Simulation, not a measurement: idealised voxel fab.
voxel wiring stack: a process module
For reference, the cross-section in this document is cut, with width 210 nm and square cells of 5 nm.
Each cross-section below is a grid of square cells, stated as bands in top-down order, with one or more rows of cells making up each band.
The entry gives the band's vertical extent as a top height and a bottom height in nm, then its horizontal make-up as materials from left to right, each with a width in nm. "empty" stands for empty space; a single material marked "all across" fills the band edge to edge.
Ref level 0: as-received wafer is one material below here. Bottom band extends down with no lower bound ("0..down").
With a width like "30..40", each row of cells in the band differs from the next by the same amount, the top row carrying the first number and the bottom row the second.
Given "remains unaltered" for a step, no cell of the cross-section differs between before and after that step.
You'll see "Sealed voids" listing empty spaces that have no way open to the top, as long as they're 8 cells or more; the notation is width x height at distance, where the distance is from the left edge, and all of it is in nm.
after a step's settings: what the simulator itself notes on the step
overlay nm: for a step with a mask, the amount by which the mask lay right of where it was planned; a negative amount means left of it.
-- plan
1 RECEIVE | material Si
2 CONFORMAL_DEP | material SiO2 | thk nm 10
3 CONFORMAL_DEP | material SiN | thk nm 5
4 DIRECTIONAL_DEP | material SiO2 | thk nm 25
5 DIRECTIONAL_DEP | material aC | thk nm 10
6 PATTERN | tone open | mask id METAL_1 | material resist | width nm 15 | pitch nm 50 | thk nm 30 | overlay nm 0
7 DIRECTIONAL_ETCH | etch materials aC | depth nm 10
8 STRIP | etch materials resist
9 DIRECTIONAL_ETCH | etch materials SiO2 | depth nm 25
10 DIRECTIONAL_ETCH | etch materials SiN | depth nm 5
11 STRIP | etch materials aC
12 CONFORMAL_DEP | material TiN | thk nm 5
13 FILL_DEP | material Cu | thk nm 5
14 CMP | height nm 40
15 CONFORMAL_DEP | material SiCN | thk nm 5
16 DIRECTIONAL_DEP | material SiO2 | thk nm 25
17 MASKED_ETCH | tone open | mask id METAL_2_HOLES | width nm 15 | pitch nm 50 | etch materials SiO2 | depth nm 25 | overlay nm 0
18 MASKED_ETCH | tone open | mask id METAL_2 | width nm 25 | pitch nm 50 | etch materials SiO2 | depth nm 15 | overlay nm 0
19 MASKED_ETCH | tone open | mask id METAL_2 | width nm 25 | pitch nm 50 | etch materials SiCN | depth nm 5 | overlay nm 0
20 CONFORMAL_DEP | material TiN | thk nm 5
21 FILL_DEP | material Cu | thk nm 10
22 CMP | height nm 70
23 CONFORMAL_DEP | material SiCN | thk nm 5
24 DIRECTIONAL_DEP | material lowk | thk nm 35
25 PATTERN | tone open | mask id METAL_3 | material resist | width nm 25 | pitch nm 50 | thk nm 15 | overlay nm 0
26 DIRECTIONAL_ETCH | etch materials lowk | depth nm 20
27 STRIP | etch materials resist
28 DIRECTIONAL_DEP | material aC | thk nm 15
29 PATTERN | tone open | mask id METAL_3_HOLES | material resist | width nm 15 | pitch nm 50 | thk nm 35 | overlay nm 0
30 DIRECTIONAL_ETCH | etch materials aC | depth nm 15
31 STRIP | etch materials resist
32 DIRECTIONAL_ETCH | etch materials lowk | depth nm 15
33 DIRECTIONAL_ETCH | etch materials SiCN | depth nm 5
34 STRIP | etch materials aC
35 CONFORMAL_DEP | material TiN | thk nm 5
36 FILL_DEP | material Cu | thk nm 5
37 CMP | height nm 110
38 CONFORMAL_DEP | material SiN | thk nm 5
The wafers in this document start out alike and differ in the width nm applied at step 6; the plan shows the value used for the first wafer.
-- First of several wafers, received after step 1, in cross-section
	0..down  Si all across
	Sealed voids: none
-- What follows is a table in which each wafer occupies a row; for the wafer as it stands at the close of the module, the row states, material by material, how many cells have been gained (+) or lost (-) since receipt, and then gives its closed voids
width nm 15, +108 Cu, +60 SiCN, +72 SiN, +360 SiO2, +188 TiN, +178 lowk, Sealed voids: none
width nm 20, +128 Cu, +60 SiCN, +68 SiN, +340 SiO2, +192 TiN, +178 lowk, Sealed voids: none
width nm 25, +148 Cu, +60 SiCN, +64 SiN, +320 SiO2, +196 TiN, +178 lowk, Sealed voids: none
width nm 30, +168 Cu, +60 SiCN, +60 SiN, +300 SiO2, +200 TiN, +178 lowk, Sealed voids: none
